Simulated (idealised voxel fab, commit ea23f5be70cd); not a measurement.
This section sets out a process module, namely voxel trench capacitor.
The width of the displayed cross-section, cut, is 235 nm; its cells are square, with a size of 5 nm.
Each cross-section below is a grid of square cells, stated as bands in top-down order, with one or more rows of cells making up each band.
The entry gives the band's vertical extent as a top height and a bottom height in nm, then its horizontal make-up as materials from left to right, each with a width in nm. "air" stands for empty space; a single material marked "edge to edge" fills the band edge to edge.
Heights from 0 (as-received wafer is one material below). Bottom band endless downward, as "0 -> down".
Note: "30 to 40" means the width goes from the first number (top row of the band) to the second number (bottom row) in equal steps per row of cells.
Reading "no modifications" for a step: not a cell of the cross-section changed in it.
For the entry "Entrapped void list", the listed items are empty spaces with no open way to the top whose size is 8 cells or more; each item follows the pattern width x height at distance, where distance is from the left edge and all three are in nm.
after a step's settings: what the simulator itself notes on the step
For masked steps, "overlay nm" on the step line gives how far right of plan the mask actually lay; a minus sign means it lay to the left.

### Here's what the planned process steps look like
step 1: RECEIVE [material Si]
step 2: CONFORMAL_DEP [material SiN] [thk nm 5]
step 3: MASKED_ETCH [tone open] [mask id TRENCH] [width nm 25] [pitch nm 40] [etch materials SiN] [depth nm 5] [overlay nm 0]
step 4: MASKED_ETCH [tone open] [mask id TRENCH] [width nm 25] [pitch nm 40] [etch materials Si] [depth nm 35] [overlay nm 0]
step 5: CONFORMAL_DEP [material HfO2] [thk nm 5]
step 6: CONFORMAL_DEP [material TiN] [thk nm 5]
step 7: FILL_DEP [material W] [thk nm 10]
step 8: CMP [height nm 5]

### First wafer, two in total, run as planned

### As received (post step 1): cross-section
> 0 -> down | Si edge to edge
> Entrapped void list: none

### How the wafer stands in section after step 2
> 5 -> 0 | SiN edge to edge
> For the remainder of the cross-section, below 0, there is no change.

### How the wafer stands in section after step 3
> 5 -> 0 | 65 SiN, 25 air, 15 SiN, 25 air, 15 SiN, 25 air, 65 SiN
> For the remainder of the cross-section, below 0, there is no change.

### How the wafer stands in section after step 4
> 5 -> 0 | 65 SiN, 25 air, 15 SiN, 25 air, 15 SiN, 25 air, 65 SiN
> 0 -> -35 | 65 Si, 25 air, 15 Si, 25 air, 15 Si, 25 air, 65 Si
> For the remainder of the cross-section, below -35, there is no change.

### How the wafer stands in section after step 5
> 10 -> 5 | 70 HfO2, 15 air, 25 HfO2, 15 air, 25 HfO2, 15 air, 70 HfO2
> 5 -> 0 | 65 SiN, 5 HfO2, 15 air, 5 HfO2, 15 SiN, 5 HfO2, 15 air, 5 HfO2, 15 SiN, 5 HfO2, 15 air, 5 HfO2, 65 SiN
> 0 -> -30 | 65 Si, 5 HfO2, 15 air, 5 HfO2, 15 Si, 5 HfO2, 15 air, 5 HfO2, 15 Si, 5 HfO2, 15 air, 5 HfO2, 65 Si
> -30 -> -35 | 65 Si, 25 HfO2, 15 Si, 25 HfO2, 15 Si, 25 HfO2, 65 Si
> For the remainder of the cross-section, below -35, there is no change.

### How the wafer stands in section after step 6
> 15 -> 10 | 75 TiN, 5 air, 35 TiN, 5 air, 35 TiN, 5 air, 75 TiN
> 10 -> 5 | 70 HfO2, 5 TiN, 5 air, 5 TiN, 25 HfO2, 5 TiN, 5 air, 5 TiN, 25 HfO2, 5 TiN, 5 air, 5 TiN, 70 HfO2
> 5 -> 0 | 65 SiN, 5 HfO2, 5 TiN, 5 air, 5 TiN, 5 HfO2, 15 SiN, 5 HfO2, 5 TiN, 5 air, 5 TiN, 5 HfO2, 15 SiN, 5 HfO2, 5 TiN, 5 air, 5 TiN, 5 HfO2, 65 SiN
> 0 -> -25 | 65 Si, 5 HfO2, 5 TiN, 5 air, 5 TiN, 5 HfO2, 15 Si, 5 HfO2, 5 TiN, 5 air, 5 TiN, 5 HfO2, 15 Si, 5 HfO2, 5 TiN, 5 air, 5 TiN, 5 HfO2, 65 Si
> -25 -> -30 | 65 Si, 5 HfO2, 15 TiN, 5 HfO2, 15 Si, 5 HfO2, 15 TiN, 5 HfO2, 15 Si, 5 HfO2, 15 TiN, 5 HfO2, 65 Si
> For the remainder of the cross-section, below -30, there is no change.

### How the wafer stands in section after step 7
> 25 -> 15 | W edge to edge
> 15 -> 10 | 75 TiN, 5 W, 35 TiN, 5 W, 35 TiN, 5 W, 75 TiN
> 10 -> 5 | 70 HfO2, 5 TiN, 5 W, 5 TiN, 25 HfO2, 5 TiN, 5 W, 5 TiN, 25 HfO2, 5 TiN, 5 W, 5 TiN, 70 HfO2
> 5 -> 0 | 65 SiN, 5 HfO2, 5 TiN, 5 W, 5 TiN, 5 HfO2, 15 SiN, 5 HfO2, 5 TiN, 5 W, 5 TiN, 5 HfO2, 15 SiN, 5 HfO2, 5 TiN, 5 W, 5 TiN, 5 HfO2, 65 SiN
> 0 -> -25 | 65 Si, 5 HfO2, 5 TiN, 5 W, 5 TiN, 5 HfO2, 15 Si, 5 HfO2, 5 TiN, 5 W, 5 TiN, 5 HfO2, 15 Si, 5 HfO2, 5 TiN, 5 W, 5 TiN, 5 HfO2, 65 Si
> For the remainder of the cross-section, below -25, there is no change.

### How the wafer stands in section after step 8
> 5 -> 0 | 65 SiN, 5 HfO2, 5 TiN, 5 W, 5 TiN, 5 HfO2, 15 SiN, 5 HfO2, 5 TiN, 5 W, 5 TiN, 5 HfO2, 15 SiN, 5 HfO2, 5 TiN, 5 W, 5 TiN, 5 HfO2, 65 SiN
> For the remainder of the cross-section, below 0, there is no change.

### Second wafer. Start and plan as for the first. One mistake made in running. Agrees with the first up to and including step 4

### Second wafer shown in cross-section at the time step 5 was slated to end
> 10 -> 5 | 70 TiN, 15 air, 25 TiN, 15 air, 25 TiN, 15 air, 70 TiN
> 5 -> 0 | 65 SiN, 5 TiN, 15 air, 5 TiN, 15 SiN, 5 TiN, 15 air, 5 TiN, 15 SiN, 5 TiN, 15 air, 5 TiN, 65 SiN
> 0 -> -30 | 65 Si, 5 TiN, 15 air, 5 TiN, 15 Si, 5 TiN, 15 air, 5 TiN, 15 Si, 5 TiN, 15 air, 5 TiN, 65 Si
> -30 -> -35 | 65 Si, 25 TiN, 15 Si, 25 TiN, 15 Si, 25 TiN, 65 Si
> For the remainder of the cross-section, below -35, there is no change.

### Second wafer shown in cross-section at the time step 6 was slated to end
> 15 -> 10 | 75 HfO2, 5 air, 35 HfO2, 5 air, 35 HfO2, 5 air, 75 HfO2
> 10 -> 5 | 70 TiN, 5 HfO2, 5 air, 5 HfO2, 25 TiN, 5 HfO2, 5 air, 5 HfO2, 25 TiN, 5 HfO2, 5 air, 5 HfO2, 70 TiN
> 5 -> 0 | 65 SiN, 5 TiN, 5 HfO2, 5 air, 5 HfO2, 5 TiN, 15 SiN, 5 TiN, 5 HfO2, 5 air, 5 HfO2, 5 TiN, 15 SiN, 5 TiN, 5 HfO2, 5 air, 5 HfO2, 5 TiN, 65 SiN
> 0 -> -25 | 65 Si, 5 TiN, 5 HfO2, 5 air, 5 HfO2, 5 TiN, 15 Si, 5 TiN, 5 HfO2, 5 air, 5 HfO2, 5 TiN, 15 Si, 5 TiN, 5 HfO2, 5 air, 5 HfO2, 5 TiN, 65 Si
> -25 -> -30 | 65 Si, 5 TiN, 15 HfO2, 5 TiN, 15 Si, 5 TiN, 15 HfO2, 5 TiN, 15 Si, 5 TiN, 15 HfO2, 5 TiN, 65 Si
> For the remainder of the cross-section, below -30, there is no change.

### Second wafer shown in cross-section at the time step 7 was slated to end
> 25 -> 15 | W edge to edge
> 15 -> 10 | 75 HfO2, 5 W, 35 HfO2, 5 W, 35 HfO2, 5 W, 75 HfO2
> 10 -> 5 | 70 TiN, 5 HfO2, 5 W, 5 HfO2, 25 TiN, 5 HfO2, 5 W, 5 HfO2, 25 TiN, 5 HfO2, 5 W, 5 HfO2, 70 TiN
> 5 -> 0 | 65 SiN, 5 TiN, 5 HfO2, 5 W, 5 HfO2, 5 TiN, 15 SiN, 5 TiN, 5 HfO2, 5 W, 5 HfO2, 5 TiN, 15 SiN, 5 TiN, 5 HfO2, 5 W, 5 HfO2, 5 TiN, 65 SiN
> 0 -> -25 | 65 Si, 5 TiN, 5 HfO2, 5 W, 5 HfO2, 5 TiN, 15 Si, 5 TiN, 5 HfO2, 5 W, 5 HfO2, 5 TiN, 15 Si, 5 TiN, 5 HfO2, 5 W, 5 HfO2, 5 TiN, 65 Si
> For the remainder of the cross-section, below -25, there is no change.

### Second wafer shown in cross-section at the time step 8 was slated to end
> 5 -> 0 | 65 SiN, 5 TiN, 5 HfO2, 5 W, 5 HfO2, 5 TiN, 15 SiN, 5 TiN, 5 HfO2, 5 W, 5 HfO2, 5 TiN, 15 SiN, 5 TiN, 5 HfO2, 5 W, 5 HfO2, 5 TiN, 65 SiN
> For the remainder of the cross-section, below 0, there is no change.
Deviation noted in wafer processing: so 5 and 6 got swapped relative to the plan, each ran where the other was supposed to
Final wafer comparison in cells, second versus first, more or fewer per material: HfO2: 12 fewer | TiN: 12 more
